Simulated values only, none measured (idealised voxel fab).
The following is a process module called voxel wiring stack.
The cross-section on display is named cut; it measures 240 nm wide, and its cells are 5 nm squares.
Heads up, the way a cross-section reads in here is a grid of square cells, handed over as bands from the top down, with every band being one or more rows of cells. Each band's line starts with the height of the band's top and of its bottom, in nm. Then come its materials from left to right, each with its width in nm. One material with "full width" fills the band from edge to edge. "empty" is empty space. A quick word on heights: they are counted from 0, and under that level the wafer as it came to us is one material throughout. The lowest band is different from the rest in having no bottom; it simply continues downward, written as in "0 -> down". A width such as "30..40" changes by the same amount from each row of cells to the next, from the band's top row to its bottom row. Key: "identical to before" - step with no changed cell in the cross-section. "Enclosed voids" means: voids of 8 cells or more that are shut off from the top with no open way through. Written width x height at distance, distance from the left edge, in nm. The remark found on a step's line after its settings is issued by the simulator itself and pertains to that step. You can add "overlay nm" to a step's line. For a step with a mask, it describes how far the mask lay to the right of its planned position, and a negative number describes a lay to the left.

The process steps that were planned are listed below:
1 RECEIVE with material Si
2 CONFORMAL_DEP with material SiO2, thk nm 15
3 CONFORMAL_DEP with material SiN, thk nm 5
4 DIRECTIONAL_DEP with material lowk, thk nm 20
5 PATTERN with tone open, mask id METAL_1, material resist, width nm 30, pitch nm 45, thk nm 15, overlay nm 0
6 DIRECTIONAL_ETCH with etch materials lowk, depth nm 20
7 DIRECTIONAL_ETCH with etch materials SiN, depth nm 5
8 STRIP with etch materials resist
9 CONFORMAL_DEP with material TiN, thk nm 5
10 FILL_DEP with material Cu, thk nm 5
11 CMP with height nm 40
12 CONFORMAL_DEP with material SiCN, thk nm 5
13 DIRECTIONAL_DEP with material lowk, thk nm 20
14 MASKED_ETCH with tone open, mask id PLUG_1, width nm 15, pitch nm 45, etch materials lowk, depth nm 20, overlay nm 0
15 MASKED_ETCH with tone open, mask id PLUG_1, width nm 15, pitch nm 45, etch materials SiCN, depth nm 5, overlay nm 0
16 CONFORMAL_DEP with material TiN, thk nm 5
17 FILL_DEP with material Cu, thk nm 5
18 CMP with height nm 65
19 CONFORMAL_DEP with material SiCN, thk nm 5
20 DIRECTIONAL_DEP with material lowk, thk nm 20
21 DIRECTIONAL_DEP with material aC, thk nm 15
22 PATTERN with tone open, mask id METAL_2, material resist, width nm 30, pitch nm 45, thk nm 35, overlay nm 0
23 DIRECTIONAL_ETCH with etch materials aC, depth nm 15
24 STRIP with etch materials resist
25 DIRECTIONAL_ETCH with etch materials lowk, depth nm 20
26 DIRECTIONAL_ETCH with etch materials SiCN, depth nm 5
27 STRIP with etch materials aC
28 CONFORMAL_DEP with material TiN, thk nm 5
29 FILL_DEP with material W, thk nm 5
30 CMP with height nm 90
31 EPI with material Ru, thk nm 5
32 FILL_DEP with material SiCN, thk nm 5
33 DIRECTIONAL_DEP with material lowk, thk nm 35
34 PATTERN with tone open, mask id METAL_3, material resist, width nm 30, pitch nm 45, thk nm 20, overlay nm 0
35 DIRECTIONAL_ETCH with etch materials lowk, depth nm 20
36 STRIP with etch materials resist
37 MASKED_ETCH with tone open, mask id METAL_3_HOLES, width nm 15, pitch nm 45, etch materials lowk, depth nm 15, overlay nm 0
38 MASKED_ETCH with tone open, mask id METAL_3_HOLES, width nm 15, pitch nm 45, etch materials SiCN, depth nm 5, overlay nm 0
39 CONFORMAL_DEP with material TiN, thk nm 5
40 FILL_DEP with material Cu, thk nm 5
41 CMP with height nm 135
42 CONFORMAL_DEP with material SiCN, thk nm 5

On the first of the two wafers: run conducted according to plan:

Wafer cross-section on receipt, i.e. after step 1:
0 -> down  Si full width
Enclosed voids: none

The wafer in cross-section once step 2 is complete:
15 -> 0  SiO2 full width
below 0: unchanged

The wafer in cross-section once step 3 is complete:
20 -> 15  SiN full width
below 15: unchanged

The wafer in cross-section once step 4 is complete:
40 -> 20  lowk full width
below 20: unchanged

The wafer in cross-section once step 5 is complete:
55 -> 40  35 of resist, then 30 of empty, then 15 of resist, then 30 of empty, then 15 of resist, then 30 of empty, then 15 of resist, then 30 of empty, then 40 of resist
below 40: unchanged

The wafer in cross-section once step 6 is complete:
55 -> 40  35 of resist, then 30 of empty, then 15 of resist, then 30 of empty, then 15 of resist, then 30 of empty, then 15 of resist, then 30 of empty, then 40 of resist
40 -> 20  35 of lowk, then 30 of empty, then 15 of lowk, then 30 of empty, then 15 of lowk, then 30 of empty, then 15 of lowk, then 30 of empty, then 40 of lowk
below 20: unchanged

The wafer in cross-section once step 7 is complete:
55 -> 40  35 of resist, then 30 of empty, then 15 of resist, then 30 of empty, then 15 of resist, then 30 of empty, then 15 of resist, then 30 of empty, then 40 of resist
40 -> 20  35 of lowk, then 30 of empty, then 15 of lowk, then 30 of empty, then 15 of lowk, then 30 of empty, then 15 of lowk, then 30 of empty, then 40 of lowk
20 -> 15  35 of SiN, then 30 of empty, then 15 of SiN, then 30 of empty, then 15 of SiN, then 30 of empty, then 15 of SiN, then 30 of empty, then 40 of SiN
below 15: unchanged

The wafer in cross-section once step 8 is complete:
40 -> 20  35 of lowk, then 30 of empty, then 15 of lowk, then 30 of empty, then 15 of lowk, then 30 of empty, then 15 of lowk, then 30 of empty, then 40 of lowk
below 20: unchanged

The wafer in cross-section once step 9 is complete:
45 -> 40  40 of TiN, then 20 of empty, then 25 of TiN, then 20 of empty, then 25 of TiN, then 20 of empty, then 25 of TiN, then 20 of empty, then 45 of TiN
40 -> 20  35 of lowk, then 5 of TiN, then 20 of empty, then 5 of TiN, then 15 of lowk, then 5 of TiN, then 20 of empty, then 5 of TiN, then 15 of lowk, then 5 of TiN, then 20 of empty, then 5 of TiN, then 15 of lowk, then 5 of TiN, then 20 of empty, then 5 of TiN, then 40 of lowk
20 -> 15  35 of SiN, then 30 of TiN, then 15 of SiN, then 30 of TiN, then 15 of SiN, then 30 of TiN, then 15 of SiN, then 30 of TiN, then 40 of SiN
below 15: unchanged

The wafer in cross-section once step 10 is complete:
50 -> 45  Cu full width
45 -> 40  40 of TiN, then 20 of Cu, then 25 of TiN, then 20 of Cu, then 25 of TiN, then 20 of Cu, then 25 of TiN, then 20 of Cu, then 45 of TiN
40 -> 20  35 of lowk, then 5 of TiN, then 20 of Cu, then 5 of TiN, then 15 of lowk, then 5 of TiN, then 20 of Cu, then 5 of TiN, then 15 of lowk, then 5 of TiN, then 20 of Cu, then 5 of TiN, then 15 of lowk, then 5 of TiN, then 20 of Cu, then 5 of TiN, then 40 of lowk
below 20: unchanged

The wafer in cross-section once step 11 is complete:
40 -> 20  35 of lowk, then 5 of TiN, then 20 of Cu, then 5 of TiN, then 15 of lowk, then 5 of TiN, then 20 of Cu, then 5 of TiN, then 15 of lowk, then 5 of TiN, then 20 of Cu, then 5 of TiN, then 15 of lowk, then 5 of TiN, then 20 of Cu, then 5 of TiN, then 40 of lowk
below 20: unchanged

The wafer in cross-section once step 12 is complete:
45 -> 40  SiCN full width
below 40: unchanged

The wafer in cross-section once step 13 is complete:
65 -> 45  lowk full width
below 45: unchanged

The wafer in cross-section once step 14 is complete:
65 -> 45  35 of lowk, then 15 of empty, then 30 of lowk, then 15 of empty, then 30 of lowk, then 15 of empty, then 30 of lowk, then 15 of empty, then 55 of lowk
below 45: unchanged

The wafer in cross-section once step 15 is complete:
65 -> 45  35 of lowk, then 15 of empty, then 30 of lowk, then 15 of empty, then 30 of lowk, then 15 of empty, then 30 of lowk, then 15 of empty, then 55 of lowk
45 -> 40  35 of SiCN, then 15 of empty, then 30 of SiCN, then 15 of empty, then 30 of SiCN, then 15 of empty, then 30 of SiCN, then 15 of empty, then 55 of SiCN
below 40: unchanged

The wafer in cross-section once step 16 is complete:
70 -> 65  40 of TiN, then 5 of empty, then 40 of TiN, then 5 of empty, then 40 of TiN, then 5 of empty, then 40 of TiN, then 5 of empty, then 60 of TiN
65 -> 45  35 of lowk, then 5 of TiN, then 5 of empty, then 5 of TiN, then 30 of lowk, then 5 of TiN, then 5 of empty, then 5 of TiN, then 30 of lowk, then 5 of TiN, then 5 of empty, then 5 of TiN, then 30 of lowk, then 5 of TiN, then 5 of empty, then 5 of TiN, then 55 of lowk
45 -> 40  35 of SiCN, then 15 of TiN, then 30 of SiCN, then 15 of TiN, then 30 of SiCN, then 15 of TiN, then 30 of SiCN, then 15 of TiN, then 55 of SiCN
below 40: unchanged

The wafer in cross-section once step 17 is complete:
75 -> 70  Cu full width
70 -> 65  40 of TiN, then 5 of Cu, then 40 of TiN, then 5 of Cu, then 40 of TiN, then 5 of Cu, then 40 of TiN, then 5 of Cu, then 60 of TiN
65 -> 45  35 of lowk, then 5 of TiN, then 5 of Cu, then 5 of TiN, then 30 of lowk, then 5 of TiN, then 5 of Cu, then 5 of TiN, then 30 of lowk, then 5 of TiN, then 5 of Cu, then 5 of TiN, then 30 of lowk, then 5 of TiN, then 5 of Cu, then 5 of TiN, then 55 of lowk
below 45: unchanged

The wafer in cross-section once step 18 is complete:
65 -> 45  35 of lowk, then 5 of TiN, then 5 of Cu, then 5 of TiN, then 30 of lowk, then 5 of TiN, then 5 of Cu, then 5 of TiN, then 30 of lowk, then 5 of TiN, then 5 of Cu, then 5 of TiN, then 30 of lowk, then 5 of TiN, then 5 of Cu, then 5 of TiN, then 55 of lowk
below 45: unchanged

The wafer in cross-section once step 19 is complete:
70 -> 65  SiCN full width
below 65: unchanged

The wafer in cross-section once step 20 is complete:
90 -> 70  lowk full width
below 70: unchanged

The wafer in cross-section once step 21 is complete:
105 -> 90  aC full width
below 90: unchanged

The wafer in cross-section once step 22 is complete:
140 -> 105  35 of resist, then 30 of empty, then 15 of resist, then 30 of empty, then 15 of resist, then 30 of empty, then 15 of resist, then 30 of empty, then 40 of resist
below 105: unchanged

The wafer in cross-section once step 23 is complete:
125 -> 105  35 of resist, then 30 of empty, then 15 of resist, then 30 of empty, then 15 of resist, then 30 of empty, then 15 of resist, then 30 of empty, then 40 of resist
105 -> 90  35 of aC, then 30 of empty, then 15 of aC, then 30 of empty, then 15 of aC, then 30 of empty, then 15 of aC, then 30 of empty, then 40 of aC
below 90: unchanged

The wafer in cross-section once step 24 is complete:
105 -> 90  35 of aC, then 30 of empty, then 15 of aC, then 30 of empty, then 15 of aC, then 30 of empty, then 15 of aC, then 30 of empty, then 40 of aC
below 90: unchanged

The wafer in cross-section once step 25 is complete:
105 -> 90  35 of aC, then 30 of empty, then 15 of aC, then 30 of empty, then 15 of aC, then 30 of empty, then 15 of aC, then 30 of empty, then 40 of aC
90 -> 70  35 of lowk, then 30 of empty, then 15 of lowk, then 30 of empty, then 15 of lowk, then 30 of empty, then 15 of lowk, then 30 of empty, then 40 of lowk
below 70: unchanged

The wafer in cross-section once step 26 is complete:
105 -> 90  35 of aC, then 30 of empty, then 15 of aC, then 30 of empty, then 15 of aC, then 30 of empty, then 15 of aC, then 30 of empty, then 40 of aC
90 -> 70  35 of lowk, then 30 of empty, then 15 of lowk, then 30 of empty, then 15 of lowk, then 30 of empty, then 15 of lowk, then 30 of empty, then 40 of lowk
70 -> 65  35 of SiCN, then 30 of empty, then 15 of SiCN, then 30 of empty, then 15 of SiCN, then 30 of empty, then 15 of SiCN, then 30 of empty, then 40 of SiCN
below 65: unchanged

The wafer in cross-section once step 27 is complete:
90 -> 70  35 of lowk, then 30 of empty, then 15 of lowk, then 30 of empty, then 15 of lowk, then 30 of empty, then 15 of lowk, then 30 of empty, then 40 of lowk
below 70: unchanged

The wafer in cross-section once step 28 is complete:
95 -> 90  40 of TiN, then 20 of empty, then 25 of TiN, then 20 of empty, then 25 of TiN, then 20 of empty, then 25 of TiN, then 20 of empty, then 45 of TiN
90 -> 70  35 of lowk, then 5 of TiN, then 20 of empty, then 5 of TiN, then 15 of lowk, then 5 of TiN, then 20 of empty, then 5 of TiN, then 15 of lowk, then 5 of TiN, then 20 of empty, then 5 of TiN, then 15 of lowk, then 5 of TiN, then 20 of empty, then 5 of TiN, then 40 of lowk
70 -> 65  35 of SiCN, then 30 of TiN, then 15 of SiCN, then 30 of TiN, then 15 of SiCN, then 30 of TiN, then 15 of SiCN, then 30 of TiN, then 40 of SiCN
below 65: unchanged

The wafer in cross-section once step 29 is complete:
100 -> 95  W full width
95 -> 90  40 of TiN, then 20 of W, then 25 of TiN, then 20 of W, then 25 of TiN, then 20 of W, then 25 of TiN, then 20 of W, then 45 of TiN
90 -> 70  35 of lowk, then 5 of TiN, then 20 of W, then 5 of TiN, then 15 of lowk, then 5 of TiN, then 20 of W, then 5 of TiN, then 15 of lowk, then 5 of TiN, then 20 of W, then 5 of TiN, then 15 of lowk, then 5 of TiN, then 20 of W, then 5 of TiN, then 40 of lowk
below 70: unchanged

The wafer in cross-section once step 30 is complete:
90 -> 70  35 of lowk, then 5 of TiN, then 20 of W, then 5 of TiN, then 15 of lowk, then 5 of TiN, then 20 of W, then 5 of TiN, then 15 of lowk, then 5 of TiN, then 20 of W, then 5 of TiN, then 15 of lowk, then 5 of TiN, then 20 of W, then 5 of TiN, then 40 of lowk
below 70: unchanged

The wafer in cross-section once step 31 is complete:
95 -> 90  30 of empty, then 40 of Ru, then 5 of empty, then 40 of Ru, then 5 of empty, then 40 of Ru, then 5 of empty, then 40 of Ru, then 35 of empty
below 90: unchanged

The wafer in cross-section once step 32 is complete:
100 -> 95  SiCN full width
95 -> 90  30 of SiCN, then 40 of Ru, then 5 of SiCN, then 40 of Ru, then 5 of SiCN, then 40 of Ru, then 5 of SiCN, then 40 of Ru, then 35 of SiCN
below 90: unchanged

The wafer in cross-section once step 33 is complete:
135 -> 100  lowk full width
below 100: unchanged

The wafer in cross-section once step 34 is complete:
155 -> 135  35 of resist, then 30 of empty, then 15 of resist, then 30 of empty, then 15 of resist, then 30 of empty, then 15 of resist, then 30 of empty, then 40 of resist
below 135: unchanged

The wafer in cross-section once step 35 is complete:
155 -> 135  35 of resist, then 30 of empty, then 15 of resist, then 30 of empty, then 15 of resist, then 30 of empty, then 15 of resist, then 30 of empty, then 40 of resist
135 -> 115  35 of lowk, then 30 of empty, then 15 of lowk, then 30 of empty, then 15 of lowk, then 30 of empty, then 15 of lowk, then 30 of empty, then 40 of lowk
below 115: unchanged

The wafer in cross-section once step 36 is complete:
135 -> 115  35 of lowk, then 30 of empty, then 15 of lowk, then 30 of empty, then 15 of lowk, then 30 of empty, then 15 of lowk, then 30 of empty, then 40 of lowk
below 115: unchanged

The wafer in cross-section once step 37 is complete:
135 -> 115  35 of lowk, then 30 of empty, then 15 of lowk, then 30 of empty, then 15 of lowk, then 30 of empty, then 15 of lowk, then 30 of empty, then 40 of lowk
115 -> 100  35 of lowk, then 15 of empty, then 30 of lowk, then 15 of empty, then 30 of lowk, then 15 of empty, then 30 of lowk, then 15 of empty, then 55 of lowk
below 100: unchanged

The wafer in cross-section once step 38 is complete:
135 -> 115  35 of lowk, then 30 of empty, then 15 of lowk, then 30 of empty, then 15 of lowk, then 30 of empty, then 15 of lowk, then 30 of empty, then 40 of lowk
115 -> 100  35 of lowk, then 15 of empty, then 30 of lowk, then 15 of empty, then 30 of lowk, then 15 of empty, then 30 of lowk, then 15 of empty, then 55 of lowk
100 -> 95  35 of SiCN, then 15 of empty, then 30 of SiCN, then 15 of empty, then 30 of SiCN, then 15 of empty, then 30 of SiCN, then 15 of empty, then 55 of SiCN
below 95: unchanged

The wafer in cross-section once step 39 is complete:
140 -> 135  40 of TiN, then 20 of empty, then 25 of TiN, then 20 of empty, then 25 of TiN, then 20 of empty, then 25 of TiN, then 20 of empty, then 45 of TiN
135 -> 120  35 of lowk, then 5 of TiN, then 20 of empty, then 5 of TiN, then 15 of lowk, then 5 of TiN, then 20 of empty, then 5 of TiN, then 15 of lowk, then 5 of TiN, then 20 of empty, then 5 of TiN, then 15 of lowk, then 5 of TiN, then 20 of empty, then 5 of TiN, then 40 of lowk
120 -> 115  35 of lowk, then 5 of TiN, then 5 of empty, then 20 of TiN, then 15 of lowk, then 5 of TiN, then 5 of empty, then 20 of TiN, then 15 of lowk, then 5 of TiN, then 5 of empty, then 20 of TiN, then 15 of lowk, then 5 of TiN, then 5 of empty, then 20 of TiN, then 40 of lowk
115 -> 100  35 of lowk, then 5 of TiN, then 5 of empty, then 5 of TiN, then 30 of lowk, then 5 of TiN, then 5 of empty, then 5 of TiN, then 30 of lowk, then 5 of TiN, then 5 of empty, then 5 of TiN, then 30 of lowk, then 5 of TiN, then 5 of empty, then 5 of TiN, then 55 of lowk
100 -> 95  35 of SiCN, then 15 of TiN, then 30 of SiCN, then 15 of TiN, then 30 of SiCN, then 15 of TiN, then 30 of SiCN, then 15 of TiN, then 55 of SiCN
below 95: unchanged

The wafer in cross-section once step 40 is complete:
145 -> 140  Cu full width
140 -> 135  40 of TiN, then 20 of Cu, then 25 of TiN, then 20 of Cu, then 25 of TiN, then 20 of Cu, then 25 of TiN, then 20 of Cu, then 45 of TiN
135 -> 120  35 of lowk, then 5 of TiN, then 20 of Cu, then 5 of TiN, then 15 of lowk, then 5 of TiN, then 20 of Cu, then 5 of TiN, then 15 of lowk, then 5 of TiN, then 20 of Cu, then 5 of TiN, then 15 of lowk, then 5 of TiN, then 20 of Cu, then 5 of TiN, then 40 of lowk
120 -> 115  35 of lowk, then 5 of TiN, then 5 of Cu, then 20 of TiN, then 15 of lowk, then 5 of TiN, then 5 of Cu, then 20 of TiN, then 15 of lowk, then 5 of TiN, then 5 of Cu, then 20 of TiN, then 15 of lowk, then 5 of TiN, then 5 of Cu, then 20 of TiN, then 40 of lowk
115 -> 100  35 of lowk, then 5 of TiN, then 5 of Cu, then 5 of TiN, then 30 of lowk, then 5 of TiN, then 5 of Cu, then 5 of TiN, then 30 of lowk, then 5 of TiN, then 5 of Cu, then 5 of TiN, then 30 of lowk, then 5 of TiN, then 5 of Cu, then 5 of TiN, then 55 of lowk
below 100: unchanged

The wafer in cross-section once step 41 is complete:
135 -> 120  35 of lowk, then 5 of TiN, then 20 of Cu, then 5 of TiN, then 15 of lowk, then 5 of TiN, then 20 of Cu, then 5 of TiN, then 15 of lowk, then 5 of TiN, then 20 of Cu, then 5 of TiN, then 15 of lowk, then 5 of TiN, then 20 of Cu, then 5 of TiN, then 40 of lowk
below 120: unchanged

The wafer in cross-section once step 42 is complete:
140 -> 135  SiCN full width
below 135: unchanged

Wafer two of two - same starting point, same process plan, one mistake in execution; matches wafer one up to and including step 13:

Second wafer profile in section, at the moment step 14 of the plan was meant to be complete:
65 -> 45  35 of empty, then 15 of lowk, then 30 of empty, then 15 of lowk, then 30 of empty, then 15 of lowk, then 30 of empty, then 15 of lowk, then 55 of empty
below 45: unchanged

Second wafer profile in section, at the moment step 15 of the plan was meant to be complete: identical to before

Second wafer profile in section, at the moment step 16 of the plan was meant to be complete:
70 -> 65  30 of empty, then 25 of TiN, then 20 of empty, then 25 of TiN, then 20 of empty, then 25 of TiN, then 20 of empty, then 25 of TiN, then 50 of empty
65 -> 50  30 of empty, then 5 of TiN, then 15 of lowk, then 5 of TiN, then 20 of empty, then 5 of TiN, then 15 of lowk, then 5 of TiN, then 20 of empty, then 5 of TiN, then 15 of lowk, then 5 of TiN, then 20 of empty, then 5 of TiN, then 15 of lowk, then 5 of TiN, then 50 of empty
50 -> 45  35 of TiN, then 15 of lowk, then 30 of TiN, then 15 of lowk, then 30 of TiN, then 15 of lowk, then 30 of TiN, then 15 of lowk, then 55 of TiN
below 45: unchanged

Second wafer profile in section, at the moment step 17 of the plan was meant to be complete:
75 -> 70  Cu full width
70 -> 65  30 of Cu, then 25 of TiN, then 20 of Cu, then 25 of TiN, then 20 of Cu, then 25 of TiN, then 20 of Cu, then 25 of TiN, then 50 of Cu
65 -> 50  30 of Cu, then 5 of TiN, then 15 of lowk, then 5 of TiN, then 20 of Cu, then 5 of TiN, then 15 of lowk, then 5 of TiN, then 20 of Cu, then 5 of TiN, then 15 of lowk, then 5 of TiN, then 20 of Cu, then 5 of TiN, then 15 of lowk, then 5 of TiN, then 50 of Cu
below 50: unchanged

Second wafer profile in section, at the moment step 18 of the plan was meant to be complete:
65 -> 50  30 of Cu, then 5 of TiN, then 15 of lowk, then 5 of TiN, then 20 of Cu, then 5 of TiN, then 15 of lowk, then 5 of TiN, then 20 of Cu, then 5 of TiN, then 15 of lowk, then 5 of TiN, then 20 of Cu, then 5 of TiN, then 15 of lowk, then 5 of TiN, then 50 of Cu
below 50: unchanged

Second wafer profile in section, at the moment step 19 of the plan was meant to be complete:
70 -> 65  SiCN full width
below 65: unchanged

Second wafer profile in section, at the moment step 20 of the plan was meant to be complete:
90 -> 70  lowk full width
below 70: unchanged

Second wafer profile in section, at the moment step 21 of the plan was meant to be complete:
105 -> 90  aC full width
below 90: unchanged

Second wafer profile in section, at the moment step 22 of the plan was meant to be complete:
140 -> 105  35 of resist, then 30 of empty, then 15 of resist, then 30 of empty, then 15 of resist, then 30 of empty, then 15 of resist, then 30 of empty, then 40 of resist
below 105: unchanged

Second wafer profile in section, at the moment step 23 of the plan was meant to be complete:
125 -> 105  35 of resist, then 30 of empty, then 15 of resist, then 30 of empty, then 15 of resist, then 30 of empty, then 15 of resist, then 30 of empty, then 40 of resist
105 -> 90  35 of aC, then 30 of empty, then 15 of aC, then 30 of empty, then 15 of aC, then 30 of empty, then 15 of aC, then 30 of empty, then 40 of aC
below 90: unchanged

Second wafer profile in section, at the moment step 24 of the plan was meant to be complete:
105 -> 90  35 of aC, then 30 of empty, then 15 of aC, then 30 of empty, then 15 of aC, then 30 of empty, then 15 of aC, then 30 of empty, then 40 of aC
below 90: unchanged

Second wafer profile in section, at the moment step 25 of the plan was meant to be complete:
105 -> 90  35 of aC, then 30 of empty, then 15 of aC, then 30 of empty, then 15 of aC, then 30 of empty, then 15 of aC, then 30 of empty, then 40 of aC
90 -> 70  35 of lowk, then 30 of empty, then 15 of lowk, then 30 of empty, then 15 of lowk, then 30 of empty, then 15 of lowk, then 30 of empty, then 40 of lowk
below 70: unchanged

Second wafer profile in section, at the moment step 26 of the plan was meant to be complete:
105 -> 90  35 of aC, then 30 of empty, then 15 of aC, then 30 of empty, then 15 of aC, then 30 of empty, then 15 of aC, then 30 of empty, then 40 of aC
90 -> 70  35 of lowk, then 30 of empty, then 15 of lowk, then 30 of empty, then 15 of lowk, then 30 of empty, then 15 of lowk, then 30 of empty, then 40 of lowk
70 -> 65  35 of SiCN, then 30 of empty, then 15 of SiCN, then 30 of empty, then 15 of SiCN, then 30 of empty, then 15 of SiCN, then 30 of empty, then 40 of SiCN
below 65: unchanged

Second wafer profile in section, at the moment step 27 of the plan was meant to be complete:
90 -> 70  35 of lowk, then 30 of empty, then 15 of lowk, then 30 of empty, then 15 of lowk, then 30 of empty, then 15 of lowk, then 30 of empty, then 40 of lowk
below 70: unchanged

Second wafer profile in section, at the moment step 28 of the plan was meant to be complete:
95 -> 90  40 of TiN, then 20 of empty, then 25 of TiN, then 20 of empty, then 25 of TiN, then 20 of empty, then 25 of TiN, then 20 of empty, then 45 of TiN
90 -> 70  35 of lowk, then 5 of TiN, then 20 of empty, then 5 of TiN, then 15 of lowk, then 5 of TiN, then 20 of empty, then 5 of TiN, then 15 of lowk, then 5 of TiN, then 20 of empty, then 5 of TiN, then 15 of lowk, then 5 of TiN, then 20 of empty, then 5 of TiN, then 40 of lowk
70 -> 65  35 of SiCN, then 30 of TiN, then 15 of SiCN, then 30 of TiN, then 15 of SiCN, then 30 of TiN, then 15 of SiCN, then 30 of TiN, then 40 of SiCN
below 65: unchanged

Second wafer profile in section, at the moment step 29 of the plan was meant to be complete:
100 -> 95  W full width
95 -> 90  40 of TiN, then 20 of W, then 25 of TiN, then 20 of W, then 25 of TiN, then 20 of W, then 25 of TiN, then 20 of W, then 45 of TiN
90 -> 70  35 of lowk, then 5 of TiN, then 20 of W, then 5 of TiN, then 15 of lowk, then 5 of TiN, then 20 of W, then 5 of TiN, then 15 of lowk, then 5 of TiN, then 20 of W, then 5 of TiN, then 15 of lowk, then 5 of TiN, then 20 of W, then 5 of TiN, then 40 of lowk
below 70: unchanged

Second wafer profile in section, at the moment step 30 of the plan was meant to be complete:
90 -> 70  35 of lowk, then 5 of TiN, then 20 of W, then 5 of TiN, then 15 of lowk, then 5 of TiN, then 20 of W, then 5 of TiN, then 15 of lowk, then 5 of TiN, then 20 of W, then 5 of TiN, then 15 of lowk, then 5 of TiN, then 20 of W, then 5 of TiN, then 40 of lowk
below 70: unchanged

Second wafer profile in section, at the moment step 31 of the plan was meant to be complete:
95 -> 90  30 of empty, then 40 of Ru, then 5 of empty, then 40 of Ru, then 5 of empty, then 40 of Ru, then 5 of empty, then 40 of Ru, then 35 of empty
below 90: unchanged

Second wafer profile in section, at the moment step 32 of the plan was meant to be complete:
100 -> 95  SiCN full width
95 -> 90  30 of SiCN, then 40 of Ru, then 5 of SiCN, then 40 of Ru, then 5 of SiCN, then 40 of Ru, then 5 of SiCN, then 40 of Ru, then 35 of SiCN
below 90: unchanged

Second wafer profile in section, at the moment step 33 of the plan was meant to be complete:
135 -> 100  lowk full width
below 100: unchanged

Second wafer profile in section, at the moment step 34 of the plan was meant to be complete:
155 -> 135  35 of resist, then 30 of empty, then 15 of resist, then 30 of empty, then 15 of resist, then 30 of empty, then 15 of resist, then 30 of empty, then 40 of resist
below 135: unchanged

Second wafer profile in section, at the moment step 35 of the plan was meant to be complete:
155 -> 135  35 of resist, then 30 of empty, then 15 of resist, then 30 of empty, then 15 of resist, then 30 of empty, then 15 of resist, then 30 of empty, then 40 of resist
135 -> 115  35 of lowk, then 30 of empty, then 15 of lowk, then 30 of empty, then 15 of lowk, then 30 of empty, then 15 of lowk, then 30 of empty, then 40 of lowk
below 115: unchanged

Second wafer profile in section, at the moment step 36 of the plan was meant to be complete:
135 -> 115  35 of lowk, then 30 of empty, then 15 of lowk, then 30 of empty, then 15 of lowk, then 30 of empty, then 15 of lowk, then 30 of empty, then 40 of lowk
below 115: unchanged

Second wafer profile in section, at the moment step 37 of the plan was meant to be complete:
135 -> 115  35 of lowk, then 30 of empty, then 15 of lowk, then 30 of empty, then 15 of lowk, then 30 of empty, then 15 of lowk, then 30 of empty, then 40 of lowk
115 -> 100  35 of lowk, then 15 of empty, then 30 of lowk, then 15 of empty, then 30 of lowk, then 15 of empty, then 30 of lowk, then 15 of empty, then 55 of lowk
below 100: unchanged

Second wafer profile in section, at the moment step 38 of the plan was meant to be complete:
135 -> 115  35 of lowk, then 30 of empty, then 15 of lowk, then 30 of empty, then 15 of lowk, then 30 of empty, then 15 of lowk, then 30 of empty, then 40 of lowk
115 -> 100  35 of lowk, then 15 of empty, then 30 of lowk, then 15 of empty, then 30 of lowk, then 15 of empty, then 30 of lowk, then 15 of empty, then 55 of lowk
100 -> 95  35 of SiCN, then 15 of empty, then 30 of SiCN, then 15 of empty, then 30 of SiCN, then 15 of empty, then 30 of SiCN, then 15 of empty, then 55 of SiCN
below 95: unchanged

Second wafer profile in section, at the moment step 39 of the plan was meant to be complete:
140 -> 135  40 of TiN, then 20 of empty, then 25 of TiN, then 20 of empty, then 25 of TiN, then 20 of empty, then 25 of TiN, then 20 of empty, then 45 of TiN
135 -> 120  35 of lowk, then 5 of TiN, then 20 of empty, then 5 of TiN, then 15 of lowk, then 5 of TiN, then 20 of empty, then 5 of TiN, then 15 of lowk, then 5 of TiN, then 20 of empty, then 5 of TiN, then 15 of lowk, then 5 of TiN, then 20 of empty, then 5 of TiN, then 40 of lowk
120 -> 115  35 of lowk, then 5 of TiN, then 5 of empty, then 20 of TiN, then 15 of lowk, then 5 of TiN, then 5 of empty, then 20 of TiN, then 15 of lowk, then 5 of TiN, then 5 of empty, then 20 of TiN, then 15 of lowk, then 5 of TiN, then 5 of empty, then 20 of TiN, then 40 of lowk
115 -> 100  35 of lowk, then 5 of TiN, then 5 of empty, then 5 of TiN, then 30 of lowk, then 5 of TiN, then 5 of empty, then 5 of TiN, then 30 of lowk, then 5 of TiN, then 5 of empty, then 5 of TiN, then 30 of lowk, then 5 of TiN, then 5 of empty, then 5 of TiN, then 55 of lowk
100 -> 95  35 of SiCN, then 15 of TiN, then 30 of SiCN, then 15 of TiN, then 30 of SiCN, then 15 of TiN, then 30 of SiCN, then 15 of TiN, then 55 of SiCN
below 95: unchanged

Second wafer profile in section, at the moment step 40 of the plan was meant to be complete:
145 -> 140  Cu full width
140 -> 135  40 of TiN, then 20 of Cu, then 25 of TiN, then 20 of Cu, then 25 of TiN, then 20 of Cu, then 25 of TiN, then 20 of Cu, then 45 of TiN
135 -> 120  35 of lowk, then 5 of TiN, then 20 of Cu, then 5 of TiN, then 15 of lowk, then 5 of TiN, then 20 of Cu, then 5 of TiN, then 15 of lowk, then 5 of TiN, then 20 of Cu, then 5 of TiN, then 15 of lowk, then 5 of TiN, then 20 of Cu, then 5 of TiN, then 40 of lowk
120 -> 115  35 of lowk, then 5 of TiN, then 5 of Cu, then 20 of TiN, then 15 of lowk, then 5 of TiN, then 5 of Cu, then 20 of TiN, then 15 of lowk, then 5 of TiN, then 5 of Cu, then 20 of TiN, then 15 of lowk, then 5 of TiN, then 5 of Cu, then 20 of TiN, then 40 of lowk
115 -> 100  35 of lowk, then 5 of TiN, then 5 of Cu, then 5 of TiN, then 30 of lowk, then 5 of TiN, then 5 of Cu, then 5 of TiN, then 30 of lowk, then 5 of TiN, then 5 of Cu, then 5 of TiN, then 30 of lowk, then 5 of TiN, then 5 of Cu, then 5 of TiN, then 55 of lowk
below 100: unchanged

Second wafer profile in section, at the moment step 41 of the plan was meant to be complete:
135 -> 120  35 of lowk, then 5 of TiN, then 20 of Cu, then 5 of TiN, then 15 of lowk, then 5 of TiN, then 20 of Cu, then 5 of TiN, then 15 of lowk, then 5 of TiN, then 20 of Cu, then 5 of TiN, then 15 of lowk, then 5 of TiN, then 20 of Cu, then 5 of TiN, then 40 of lowk
below 120: unchanged

Second wafer profile in section, at the moment step 42 of the plan was meant to be complete:
140 -> 135  SiCN full width
below 135: unchanged
Processing error: planned and actual differ for step 14; actual: MASKED_ETCH with tone cover, mask id PLUG_1, width nm 15, pitch nm 45, etch materials lowk, depth nm 20, overlay nm 0
FYI, end of process, the second wafer has more or fewer cells of some materials than the first: Cu: 68 more | SiCN: 12 more | TiN: 16 more | lowk: 96 fewer
